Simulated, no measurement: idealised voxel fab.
The following is a process module called voxel self aligned vias.
Pictured: cross-section cut, 185 nm wide, on a grid of 5 nm square cells.
For the purposes of this document, a cross-section shall be understood as a grid of square cells, specified as bands listed in top-to-bottom order, each band consisting of one or more rows of cells. Read a band's entry like this: the first values are the height of its top and the height of its bottom in nm, and what follows is the sequence of materials from left to right, each with its width in nm. Note that "empty" is empty space, and that a single material marked "everywhere" reaches across the band from edge to edge. We count height from 0. Below that, the starting wafer is all one material. The lowest band never ends at the bottom but goes on down; see "0 and below" for how that is written. With a width like "30 to 40", each row of cells in the band differs from the next by the same amount, the top row carrying the first number and the bottom row the second. What does "remained the same" mean for a step? It means no cell of the cross-section changed in that step. "Voids, sealed" means: voids of 8 cells or more that are shut off from the top with no open way through. Written width x height at distance, distance from the left edge, in nm. On each step's line, the part that comes after the settings is the simulator's own comment on the step. overlay nm: for a step with a mask, the amount by which the mask lay right of where it was planned; a negative amount means left of it.
-- Process steps foreseen in the plan
1,RECEIVE: material Si
2,CONFORMAL_DEP: material SiO2, thk nm 15
3,CONFORMAL_DEP: material SiCN, thk nm 5
4,DIRECTIONAL_DEP: material lowk, thk nm 30
5,DIRECTIONAL_DEP: material aC, thk nm 10
6,PATTERN: tone open, mask id LINES, material resist, width nm 25, pitch nm 55, thk nm 30, overlay nm 0
7,DIRECTIONAL_ETCH: etch materials aC, depth nm 10
8,STRIP: etch materials resist
9,DIRECTIONAL_ETCH: etch materials lowk, depth nm 30
10,STRIP: etch materials aC
11,CONFORMAL_DEP: material TiN, thk nm 5
12,FILL_DEP: material Ru, thk nm 5
13,CMP: height nm 50
14,SELECTIVE_ETCH: etch materials W Ru TiN, depth nm 5
15,FILL_DEP: material SiN, thk nm 10
16,CMP: height nm 50
17,DIRECTIONAL_DEP: material lowk, thk nm 15
18,PATTERN: tone open, mask id VIAS, material resist, width nm 35, pitch nm 55, thk nm 15, overlay nm 0
19,DIRECTIONAL_ETCH: etch materials lowk, depth nm 15
20,DIRECTIONAL_ETCH: etch materials SiN, depth nm 5
21,STRIP: etch materials resist
22,CONFORMAL_DEP: material TiN, thk nm 5
23,FILL_DEP: material W, thk nm 10
24,CMP: height nm 65
25,CONFORMAL_DEP: material SiCN, thk nm 5
-- Here's what the wafer looked like in cross-section when it arrived - that's after step 1
0 and below: Si everywhere
Voids, sealed: none
-- Cross-sectional result after module completion. Note: starting condition and plan are unchanged from above; one processing mistake was made
70 down to 65: SiCN everywhere
65 down to 55: lowk 20, then TiN 5, then W 25, then TiN 5, then lowk 20, then TiN 5, then W 25, then TiN 5, then lowk 20, then TiN 5, then W 25, then TiN 5, then lowk 20
55 down to 50: lowk 20, then TiN 10, then W 20, then TiN 5, then lowk 20, then TiN 10, then W 20, then TiN 5, then lowk 20, then TiN 10, then W 20, then TiN 5, then lowk 20
50 down to 45: lowk 25, then TiN 30, then lowk 25, then TiN 30, then lowk 25, then TiN 30, then lowk 20
45 down to 25: lowk 25, then TiN 5, then Ru 20, then TiN 5, then lowk 25, then TiN 5, then Ru 20, then TiN 5, then lowk 25, then TiN 5, then Ru 20, then TiN 5, then lowk 20
25 down to 20: lowk 25, then TiN 30, then lowk 25, then TiN 30, then lowk 25, then TiN 30, then lowk 20
20 down to 15: SiCN everywhere
15 down to 0: SiO2 everywhere
0 and below: Si everywhere
Voids, sealed: none
Run error: contrary to plan, step 6 was performed as PATTERN: tone open, mask id LINES, material resist, width nm 30, pitch nm 55, thk nm 30, overlay nm 0
